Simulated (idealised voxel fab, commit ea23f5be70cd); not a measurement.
process module | voxel quadruple lines
cross-section cut | 170 nm wide | cells 5 nm
A cross-section is a grid of square cells, given in bands from the top down. A band is one or more rows of cells.
Each band's line starts with the height of the band's top and of its bottom, in nm. Then come its materials from left to right, each with its width in nm. One material with "throughout" fills the band from edge to edge. "air" is empty space.
Height 0 is the level under which the wafer as received is all one material. The lowest band goes on downwards, as in "0 down".
A width such as "30 to 40" changes by the same amount from each row of cells to the next, from the band's top row to its bottom row.
"no change" after a step means that no cell of the cross-section changed.
closed voids: empty space of 8 cells or more with no open way to the top, each as width x height at its distance from the left edge, in nm
after a step's settings: what the simulator itself notes on the step
overlay nm, on a step with a mask: how far to the right of its planned place the mask lay; to the left if negative
plan
1 op RECEIVE | material Si
2 op CONFORMAL_DEP | material Al2O3 | thk nm 10
3 op DIRECTIONAL_DEP | material Ru | thk nm 15
4 op DIRECTIONAL_DEP | material polySi | thk nm 20
5 op DIRECTIONAL_DEP | material aC | thk nm 25
6 op PATTERN | tone cover | mask id MANDREL | material resist | width nm 30 | thk nm 30 | overlay nm 0
7 op DIRECTIONAL_ETCH | etch materials aC | depth nm 25
8 op STRIP | etch materials resist
9 op CONFORMAL_DEP | material SiO2 | thk nm 10
10 op DIRECTIONAL_ETCH | etch materials SiO2 | depth nm 10
11 op STRIP | etch materials aC
12 op DIRECTIONAL_ETCH | etch materials polySi | depth nm 20
13 op STRIP | etch materials SiO2
14 op CONFORMAL_DEP | material SiN | thk nm 10
15 op DIRECTIONAL_ETCH | etch materials SiN | depth nm 10
16 op STRIP | etch materials polySi
17 op DIRECTIONAL_ETCH | etch materials Ru | depth nm 15
18 op STRIP | etch materials SiN
19 op FILL_DEP | material SiO2 | thk nm 10
20 op CMP | height nm 25
as received, after step 1
  0 down: Si throughout
  closed voids: none
first wafer at the end, as planned
  25 to 10: SiO2 50 | Ru 10 | SiO2 10 | Ru 10 | SiO2 10 | Ru 10 | SiO2 10 | Ru 10 | SiO2 50
  10 to 0: Al2O3 throughout
  0 down: Si throughout
  closed voids: none
second wafer at the end: like start, like plan, one mistake
  25 to 10: SiO2 60 | Ru 10 | SiO2 10 | Ru 10 | SiO2 10 | Ru 10 | SiO2 60
  10 to 0: Al2O3 throughout
  0 down: Si throughout
  closed voids: none
what went wrong: step 6 ran as: op PATTERN | tone open | mask id MANDREL | material resist | width nm 30 | thk nm 30 | overlay nm 0
at the end the second wafer has, in cells: 6 fewer of Ru | 6 more of SiO2
